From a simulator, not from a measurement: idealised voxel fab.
voxel local oxidation: a process module
Xsec cut, 160 nm wide, square cell size 5 nm.
Square cells in a grid make up a cross-section in this document, and the grid is given as bands, listed from the top down, each one or more rows of cells. Top height, bottom height, nm. Materials left to right, width each, nm. Single material + "all across" = fills band edge to edge. "air" = empty. Basically, 0 is our baseline, since under it the wafer straight out of the box is all one material. The bottom band has no lower end and keeps on going down, so it looks like "0 nm and below". Read "30..40" as a graded width: first number on top, second number at the bottom, same change between each pair of neighbouring rows. The cross-section has no changed cell in any step marked "no change occurred". The entry titled "Closed void table" provides the empty spaces that have no open way to the top, restricted to those of 8 cells or more. Each is presented as width x height at distance, the distance being measured from the left edge, with all three in nm. The remark found on a step's line after its settings is issued by the simulator itself and pertains to that step. overlay nm: how far to the right of its planned place the mask lay on this masked step (negative: to the left).

**Listed below are the process steps as planned**
| 1 | RECEIVE [material Si] |
| 2 | CONFORMAL_DEP [material SiO2] [thk nm 5] |
| 3 | CONFORMAL_DEP [material SiN] [thk nm 15] |
| 4 | PATTERN [tone cover] [mask id ACTIVE] [material resist] [width nm 115] [thk nm 20] [overlay nm 0] |
| 5 | DIRECTIONAL_ETCH [etch materials SiN] [depth nm 15] |
| 6 | STRIP [etch materials resist] |
| 7 | SELECTIVE_ETCH [etch materials SiO2] [depth nm 5] |
| 8 | OXIDIZE [depth nm 15] |
| 9 | STRIP [etch materials SiN] |

**Wafer as received: cross-section following step 1**
	0 nm and below  Si all across
	Closed void table: none

**First of two wafers: cross-section at end of module, run per plan**
	5 nm to 0 nm  air 25 nm  SiO2 105 nm  air 30 nm
	0 nm to -15 nm  SiO2 40 nm  Si 75 nm  SiO2 45 nm
	-15 nm and below  Si all across
	Closed void table: none

**Wafer two cross-section, module end. Start and plan unchanged from wafer one; one mistake made during the run**
	15 nm to 10 nm  air 25 nm  SiO2 105 nm  air 30 nm
	10 nm to 0 nm  SiO2 all across
	0 nm and below  Si all across
	Closed void table: none
The plan and the run diverged here: heads up, step 2 didn't go per plan, it actually ran as CONFORMAL_DEP [material SiO2] [thk nm 15]
Once processing is complete, comparing cell counts shows that the second wafer has more or fewer of certain materials than the first: Si +51, SiO2 +13
